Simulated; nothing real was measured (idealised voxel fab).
This section sets out a process module, namely voxel ribs on slabs.
Section cut is 200 nm wide and gridded with 5 nm square cells.
This document writes a cross-section as a grid whose cells are square, and gives it as bands, listed from the top down; one or more rows of cells form a band.
The band entry comprises the height of the band's top followed by the height of its bottom, expressed in nm, and subsequently the band's materials from left to right, each stated together with its width in nm. Where a single material is marked with the word "edge to edge", that material fills the band from edge to edge. The word "blank" represents empty space.
Measure heights from 0. That's the level where, below it, the as-received wafer is all one material. The lowest band is bottomless and extends downward; write it as in "0 nm and below".
Per-row width for "30->40": begins at first number (top row of band), ends at second number (bottom row), increment between rows held constant.
Basically "remains unaltered" means that step didn't change any cell in the cross-section.
The list in "Closed internal cavities" covers empty spaces of 8 cells or more that cannot reach the top through any open way, and it gives each as width x height at distance; the distance is from the left edge, and width, height and distance are in nm.
On a step's line, text after the settings is the simulator commenting on that step.
The optional step-line setting "overlay nm" applies to steps with a mask and quantifies how far to the right of its planned location the mask lay, a negative value indicating leftward placement.

### Planned step list for the process
1. RECEIVE, material Si
2. DIRECTIONAL_DEP, material SiO2, thk nm 30
3. DIRECTIONAL_DEP, material polySi, thk nm 15
4. MASKED_ETCH, tone cover, mask id RIB, width nm 15, etch materials polySi, depth nm 10, overlay nm -15
5. PATTERN, tone cover, mask id SLAB, material resist, width nm 55, thk nm 15, overlay nm 0
6. DIRECTIONAL_ETCH, etch materials polySi, depth nm 5
7. STRIP, etch materials resist
8. FILL_DEP, material SiO2, thk nm 20
9. CMP, height nm 55
10. DIRECTIONAL_DEP, material W, thk nm 5
11. MASKED_ETCH, tone cover, mask id HEATER, width nm 25, etch materials W, depth nm 5, overlay nm 0
12. CONFORMAL_DEP, material SiN, thk nm 5
Don't read the plan's overlay nm for step 4 as applying to every wafer: that's the first wafer's value, and the wafers differ in it, though they all start identical.

### Step 1 complete: as-received cross-section of the first of several wafers
- 0 nm and below  Si edge to edge
- Closed internal cavities: none

### Here's the first of several wafers in cross-section, end of the module, after the last step, step 12
- 65 nm to 60 nm  blank: 80, then SiN: 35, then blank: 85
- 60 nm to 55 nm  SiN: 85, then W: 25, then SiN: 90
- 55 nm to 45 nm  SiO2 edge to edge
- 45 nm to 35 nm  SiO2: 75, then polySi: 15, then SiO2: 110
- 35 nm to 30 nm  SiO2: 70, then polySi: 55, then SiO2: 75
- 30 nm to 0 nm  SiO2 edge to edge
- 0 nm and below  Si edge to edge
- Closed internal cavities: none

### last wafer at the end
- 65 nm to 60 nm  blank: 80, then SiN: 35, then blank: 85
- 60 nm to 55 nm  SiN: 85, then W: 25, then SiN: 90
- 55 nm to 45 nm  SiO2 edge to edge
- 45 nm to 35 nm  SiO2: 105, then polySi: 15, then SiO2: 80
- 35 nm to 30 nm  SiO2: 70, then polySi: 55, then SiO2: 75
- 30 nm to 0 nm  SiO2 edge to edge
- 0 nm and below  Si edge to edge
- Closed internal cavities: none

### each wafer at the end: cells of each material gained (+) or lost (-) since it was received, then its closed voids
overlay nm -15; +42 SiN; +423 SiO2; +5 W; +17 polySi; Closed internal cavities: none
overlay nm -10; +42 SiN; +423 SiO2; +5 W; +17 polySi; Closed internal cavities: none
overlay nm -5; +42 SiN; +423 SiO2; +5 W; +17 polySi; Closed internal cavities: none
overlay nm 0; +42 SiN; +423 SiO2; +5 W; +17 polySi; Closed internal cavities: none
overlay nm 5; +42 SiN; +423 SiO2; +5 W; +17 polySi; Closed internal cavities: none
overlay nm 10; +42 SiN; +423 SiO2; +5 W; +17 polySi; Closed internal cavities: none
overlay nm 15; +42 SiN; +423 SiO2; +5 W; +17 polySi; Closed internal cavities: none
